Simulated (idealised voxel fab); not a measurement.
process module | voxel wiring stack
cross-section cut | 295 nm wide | cells 5 nm
A cross-section is a grid of square cells, given in bands from the top down. A band is one or more rows of cells.
Each band's line starts with the height of the band's top and of its bottom, in nm. Then come its materials from left to right, each with its width in nm. One material with "throughout" fills the band from edge to edge. "air" is empty space.
Height 0 is the level under which the wafer as received is all one material. The lowest band goes on downwards, as in "0 down".
A width such as "30 to 40" changes by the same amount from each row of cells to the next, from the band's top row to its bottom row.
"no change" after a step means that no cell of the cross-section changed.
closed voids: empty space of 8 cells or more with no open way to the top, each as width x height at its distance from the left edge, in nm
after a step's settings: what the simulator itself notes on the step
overlay nm, on a step with a mask: how far to the right of its planned place the mask lay; to the left if negative
plan
1 op RECEIVE | material Si
2 op CONFORMAL_DEP | material SiO2 | thk nm 10
3 op DIRECTIONAL_DEP | material TiN | thk nm 5
4 op DIRECTIONAL_DEP | material Ru | thk nm 25
5 op MASKED_ETCH | tone cover | mask id METAL_1 | width nm 30 | pitch nm 55 | etch materials Ru | depth nm 25 | overlay nm 0
6 op MASKED_ETCH | tone cover | mask id METAL_1 | width nm 30 | pitch nm 55 | etch materials TiN | depth nm 5 | overlay nm 0
7 op FILL_DEP | material SiO2 | thk nm 10
8 op CMP | height nm 35
9 op CONFORMAL_DEP | material SiCN | thk nm 5
10 op DIRECTIONAL_DEP | material lowk | thk nm 20
11 op PATTERN | tone open | mask id PLUG_1 | material resist | width nm 15 | pitch nm 110 | thk nm 20 | overlay nm 0
12 op DIRECTIONAL_ETCH | etch materials lowk | depth nm 20
13 op DIRECTIONAL_ETCH | etch materials SiCN | depth nm 5
14 op STRIP | etch materials resist
15 op EPI | material Ru | thk nm 10
16 op EPI | material Ru | thk nm 10
17 op EPI | material Ru | thk nm 5
18 op DIRECTIONAL_DEP | material TiN | thk nm 5
19 op DIRECTIONAL_DEP | material W | thk nm 20
20 op DIRECTIONAL_DEP | material aC | thk nm 15
21 op PATTERN | tone cover | mask id METAL_2 | material resist | width nm 30 | pitch nm 55 | thk nm 35 | overlay nm 0
22 op DIRECTIONAL_ETCH | etch materials aC | depth nm 15
23 op STRIP | etch materials resist
24 op DIRECTIONAL_ETCH | etch materials W | depth nm 20
25 op DIRECTIONAL_ETCH | etch materials TiN | depth nm 5
26 op STRIP | etch materials aC
27 op FILL_DEP | material SiO2 | thk nm 5
28 op CMP | height nm 90
29 op CONFORMAL_DEP | material SiCN | thk nm 5
varied across the wafers: height nm of step 8. The plan shows the first wafer's value. All wafers start alike
first wafer as received, after step 1
  0 down: Si throughout
  closed voids: none
first wafer at the end, after step 29
  95 to 90: SiCN throughout
  90 to 85: SiO2 throughout
  85 to 65: SiO2 75 | W 30 | SiO2 25 | W 30 | SiO2 25 | W 30 | SiO2 80
  65 to 60: SiO2 75 | TiN 30 | SiO2 25 | TiN 30 | SiO2 25 | TiN 30 | SiO2 80
  60 to 40: lowk 75 | Ru 15 | lowk 95 | Ru 15 | lowk 95
  40 to 35: SiCN 75 | Ru 15 | SiCN 95 | Ru 15 | SiCN 95
  35 to 15: SiO2 75 | Ru 30 | SiO2 25 | Ru 30 | SiO2 25 | Ru 30 | SiO2 80
  15 to 10: SiO2 75 | TiN 30 | SiO2 25 | TiN 30 | SiO2 25 | TiN 30 | SiO2 80
  10 to 0: SiO2 throughout
  0 down: Si throughout
  closed voids: none
last wafer at the end
  95 to 90: SiCN throughout
  90 to 80: SiO2 90 | W 15 | SiO2 25 | W 30 | SiO2 40 | W 15 | SiO2 80
  80 to 75: SiO2 90 | TiN 15 | SiO2 25 | TiN 30 | SiO2 40 | TiN 15 | SiO2 80
  75 to 55: lowk 75 | W 15 | lowk 95 | W 15 | lowk 95
  55 to 50: SiCN 75 | TiN 15 | SiCN 95 | TiN 15 | SiCN 95
  50 to 40: SiO2 throughout
  40 to 15: SiO2 75 | Ru 30 | SiO2 25 | Ru 30 | SiO2 25 | Ru 30 | SiO2 80
  15 to 10: SiO2 75 | TiN 30 | SiO2 25 | TiN 30 | SiO2 25 | TiN 30 | SiO2 80
  10 to 0: SiO2 throughout
  0 down: Si throughout
  closed voids: none
each wafer at the end: cells of each material gained (+) or lost (-) since it was received, then its closed voids
height nm 35 | +102 Ru | +112 SiCN | +587 SiO2 | +36 TiN | +72 W | +212 lowk | closed voids: none
height nm 40 | +120 Ru | +112 SiCN | +569 SiO2 | +36 TiN | +72 W | +212 lowk | closed voids: none
height nm 45 | +90 Ru | +112 SiCN | +611 SiO2 | +36 TiN | +60 W | +212 lowk | closed voids: none
height nm 50 | +90 Ru | +112 SiCN | +623 SiO2 | +36 TiN | +48 W | +212 lowk | closed voids: none
